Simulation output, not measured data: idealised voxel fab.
process module | voxel transistor to metal
cross-section cut | 285 nm wide | cells 5 nm
A cross-section is a grid of square cells, given in bands from the top down. A band is one or more rows of cells.
Each band's line starts with the height of the band's top and of its bottom, in nm. Then come its materials from left to right, each with its width in nm. One material with "throughout" fills the band from edge to edge. "air" is empty space.
Height 0 is the level under which the wafer as received is all one material. The lowest band goes on downwards, as in "0 down".
A width such as "30 to 40" changes by the same amount from each row of cells to the next, from the band's top row to its bottom row.
"no change" after a step means that no cell of the cross-section changed.
closed voids: empty space of 8 cells or more with no open way to the top, each as width x height at its distance from the left edge, in nm
after a step's settings: what the simulator itself notes on the step
overlay nm, on a step with a mask: how far to the right of its planned place the mask lay; to the left if negative
plan
1 op RECEIVE | material Si
2 op CONFORMAL_DEP | material SiO2 | thk nm 5
3 op CONFORMAL_DEP | material SiN | thk nm 10
4 op PATTERN | tone cover | mask id ACTIVE | material resist | width nm 110 | pitch nm 135 | thk nm 20 | overlay nm 0
5 op DIRECTIONAL_ETCH | etch materials SiN | depth nm 10
6 op DIRECTIONAL_ETCH | etch materials SiO2 | depth nm 5
7 op DIRECTIONAL_ETCH | etch materials Si | depth nm 25
8 op STRIP | etch materials resist
9 op FILL_DEP | material SiO2 | thk nm 5
10 op CMP | height nm 15
11 op SELECTIVE_ETCH | etch materials SiO2 | depth nm 5
12 op STRIP | etch materials SiN
13 op SELECTIVE_ETCH | etch materials SiO2 | depth nm 5
14 op OXIDIZE | depth nm 5
15 op DIRECTIONAL_DEP | material polySi | thk nm 30
16 op DIRECTIONAL_DEP | material SiCN | thk nm 10
17 op MASKED_ETCH | tone cover | mask id GATE | width nm 20 | pitch nm 135 | etch materials SiCN | depth nm 20 | overlay nm 0
18 op MASKED_ETCH | tone cover | mask id GATE | width nm 20 | pitch nm 135 | etch materials polySi | depth nm 40 | overlay nm 0
19 op CONFORMAL_DEP | material SiO2 | thk nm 5
20 op DIRECTIONAL_ETCH | etch materials SiO2 | depth nm 5
21 op CONFORMAL_DEP | material SiN | thk nm 10
22 op DIRECTIONAL_ETCH | etch materials SiN | depth nm 10
23 op DIRECTIONAL_ETCH | etch materials SiO2 | depth nm 5
24 op EPI | material SiGe | thk nm 5
25 op FILL_DEP | material SiO2 | thk nm 5
26 op CMP | height nm 40
27 op DIRECTIONAL_DEP | material SiO2 | thk nm 15
28 op PATTERN | tone open | mask id CONTACT | material resist | width nm 30 | thk nm 20 | overlay nm 0
29 op DIRECTIONAL_ETCH | etch materials SiO2 | depth nm 55
30 op STRIP | etch materials resist
31 op CONFORMAL_DEP | material TiN | thk nm 5
32 op FILL_DEP | material W | thk nm 5
33 op CMP | height nm 55
34 op DIRECTIONAL_DEP | material TiN | thk nm 5
35 op DIRECTIONAL_DEP | material Ru | thk nm 25
36 op PATTERN | tone cover | mask id METAL_1 | material resist | width nm 20 | thk nm 15 | overlay nm 0
37 op DIRECTIONAL_ETCH | etch materials Ru | depth nm 25
38 op DIRECTIONAL_ETCH | etch materials TiN | depth nm 5
39 op STRIP | etch materials resist
40 op FILL_DEP | material SiO2 | thk nm 5
41 op CMP | height nm 85
42 op CONFORMAL_DEP | material SiCN | thk nm 5
as received, after step 1
  0 down: Si throughout
  closed voids: none
a wafer at the end: this start, this plan, one mistake
  90 to 85: SiCN throughout
  85 to 60: SiO2 30 | Ru 20 | SiO2 50 | Ru 20 | SiO2 45 | Ru 20 | SiO2 50 | Ru 20 | SiO2 30
  60 to 55: SiO2 30 | TiN 20 | SiO2 50 | TiN 20 | SiO2 45 | TiN 20 | SiO2 50 | TiN 20 | SiO2 30
  55 to 45: SiO2 30 | TiN 5 | W 20 | TiN 5 | SiO2 30 | TiN 5 | W 20 | TiN 5 | SiO2 45 | TiN 5 | W 20 | TiN 5 | SiO2 30 | TiN 5 | W 20 | TiN 5 | SiO2 30
  45 to 40: SiO2 30 | TiN 5 | W 10 | TiN 15 | SiO2 30 | TiN 15 | W 10 | TiN 5 | SiO2 45 | TiN 5 | W 10 | TiN 15 | SiO2 30 | TiN 15 | W 10 | TiN 5 | SiO2 30
  40 to 30: SiO2 30 | TiN 5 | W 10 | TiN 5 | SiN 10 | SiO2 5 | SiCN 20 | SiO2 5 | SiN 10 | TiN 5 | W 10 | TiN 5 | SiO2 45 | TiN 5 | W 10 | TiN 5 | SiN 10 | SiO2 5 | SiCN 20 | SiO2 5 | SiN 10 | TiN 5 | W 10 | TiN 5 | SiO2 30
  30 to 20: SiO2 30 | TiN 5 | W 10 | TiN 5 | SiN 10 | SiO2 5 | polySi 20 | SiO2 5 | SiN 10 | TiN 5 | W 10 | TiN 5 | SiO2 45 | TiN 5 | W 10 | TiN 5 | SiN 10 | SiO2 5 | polySi 20 | SiO2 5 | SiN 10 | TiN 5 | W 10 | TiN 5 | SiO2 30
  20 to 15: SiO2 30 | TiN 20 | SiN 10 | SiO2 5 | polySi 20 | SiO2 5 | SiN 10 | TiN 20 | SiO2 45 | TiN 20 | SiN 10 | SiO2 5 | polySi 20 | SiO2 5 | SiN 10 | TiN 20 | SiO2 30
  15 to 5: SiO2 50 | SiN 10 | SiO2 5 | polySi 20 | SiO2 5 | SiN 10 | SiO2 85 | SiN 10 | SiO2 5 | polySi 20 | SiO2 5 | SiN 10 | SiO2 50
  5 to 0: SiO2 20 | SiN 10 | SiO2 20 | SiN 10 | SiO2 5 | polySi 20 | SiO2 5 | SiN 10 | SiO2 20 | SiN 10 | SiO2 25 | SiN 10 | SiO2 20 | SiN 10 | SiO2 5 | polySi 20 | SiO2 5 | SiN 10 | SiO2 20 | SiN 10 | SiO2 20
  0 to -5: SiO2 30 | SiGe 20 | SiO2 50 | SiGe 20 | SiO2 45 | SiGe 20 | SiO2 50 | SiGe 20 | SiO2 30
  -5 to -25: SiO2 20 | Si 110 | SiO2 25 | Si 110 | SiO2 20
  -25 down: Si throughout
  closed voids: none
what went wrong: step 27 was run twice
